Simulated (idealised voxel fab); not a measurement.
process module | voxel lift off
cross-section cut | 190 nm wide | cells 5 nm
A cross-section is a grid of square cells, given in bands from the top down. A band is one or more rows of cells.
Each band's line starts with the height of the band's top and of its bottom, in nm. Then come its materials from left to right, each with its width in nm. One material with "throughout" fills the band from edge to edge. "air" is empty space.
Height 0 is the level under which the wafer as received is all one material. The lowest band goes on downwards, as in "0 down".
A width such as "30 to 40" changes by the same amount from each row of cells to the next, from the band's top row to its bottom row.
"no change" after a step means that no cell of the cross-section changed.
closed voids: empty space of 8 cells or more with no open way to the top, each as width x height at its distance from the left edge, in nm
after a step's settings: what the simulator itself notes on the step
overlay nm, on a step with a mask: how far to the right of its planned place the mask lay; to the left if negative
plan
1 op RECEIVE | material Si
2 op CONFORMAL_DEP | material Al2O3 | thk nm 15
3 op PATTERN | tone open | mask id LINES | material resist | width nm 20 | pitch nm 45 | thk nm 30 | overlay nm 0
4 op DIRECTIONAL_DEP | material Ru | thk nm 15
5 op STRIP | etch materials resist
6 op CONFORMAL_DEP | material SiCN | thk nm 10
first wafer, as planned
as received, after step 1
  0 down: Si throughout
  closed voids: none
after step 2
  15 to 0: Al2O3 throughout
  below 0: unchanged
after step 3
  45 to 15: resist 15 | air 20 | resist 25 | air 20 | resist 25 | air 20 | resist 25 | air 20 | resist 20
  below 15: unchanged
after step 4
  60 to 45: Ru 15 | air 20 | Ru 25 | air 20 | Ru 25 | air 20 | Ru 25 | air 20 | Ru 20
  45 to 30: resist 15 | air 20 | resist 25 | air 20 | resist 25 | air 20 | resist 25 | air 20 | resist 20
  30 to 15: resist 15 | Ru 20 | resist 25 | Ru 20 | resist 25 | Ru 20 | resist 25 | Ru 20 | resist 20
  below 15: unchanged
after step 5
  30 to 15: air 15 | Ru 20 | air 25 | Ru 20 | air 25 | Ru 20 | air 25 | Ru 20 | air 20
  below 15: unchanged
after step 6
  40 to 30: air 5 | SiCN 40 | air 5 | SiCN 40 | air 5 | SiCN 40 | air 5 | SiCN 40 | air 10
  30 to 25: air 5 | SiCN 10 | Ru 20 | SiCN 10 | air 5 | SiCN 10 | Ru 20 | SiCN 10 | air 5 | SiCN 10 | Ru 20 | SiCN 10 | air 5 | SiCN 10 | Ru 20 | SiCN 10 | air 10
  25 to 15: SiCN 15 | Ru 20 | SiCN 25 | Ru 20 | SiCN 25 | Ru 20 | SiCN 25 | Ru 20 | SiCN 20
  below 15: unchanged
second wafer: like start, like plan, one mistake. Through step 2 it matches the first wafer
when step 3 should have ended
  45 to 15: resist 15 | air 25 | resist 20 | air 25 | resist 20 | air 25 | resist 20 | air 25 | resist 15
  below 15: unchanged
when step 4 should have ended
  60 to 45: Ru 15 | air 25 | Ru 20 | air 25 | Ru 20 | air 25 | Ru 20 | air 25 | Ru 15
  45 to 30: resist 15 | air 25 | resist 20 | air 25 | resist 20 | air 25 | resist 20 | air 25 | resist 15
  30 to 15: resist 15 | Ru 25 | resist 20 | Ru 25 | resist 20 | Ru 25 | resist 20 | Ru 25 | resist 15
  below 15: unchanged
when step 5 should have ended
  30 to 15: air 15 | Ru 25 | air 20 | Ru 25 | air 20 | Ru 25 | air 20 | Ru 25 | air 15
  below 15: unchanged
when step 6 should have ended
  40 to 30: air 5 | SiCN 180 | air 5
  30 to 25: air 5 | SiCN 10 | Ru 25 | SiCN 20 | Ru 25 | SiCN 20 | Ru 25 | SiCN 20 | Ru 25 | SiCN 10 | air 5
  25 to 15: SiCN 15 | Ru 25 | SiCN 20 | Ru 25 | SiCN 20 | Ru 25 | SiCN 20 | Ru 25 | SiCN 15
  below 15: unchanged
what went wrong: step 3 ran as: op PATTERN | tone open | mask id LINES | material resist | width nm 25 | pitch nm 45 | thk nm 30 | overlay nm 0
at the end the second wafer has, in cells: 12 more of Ru
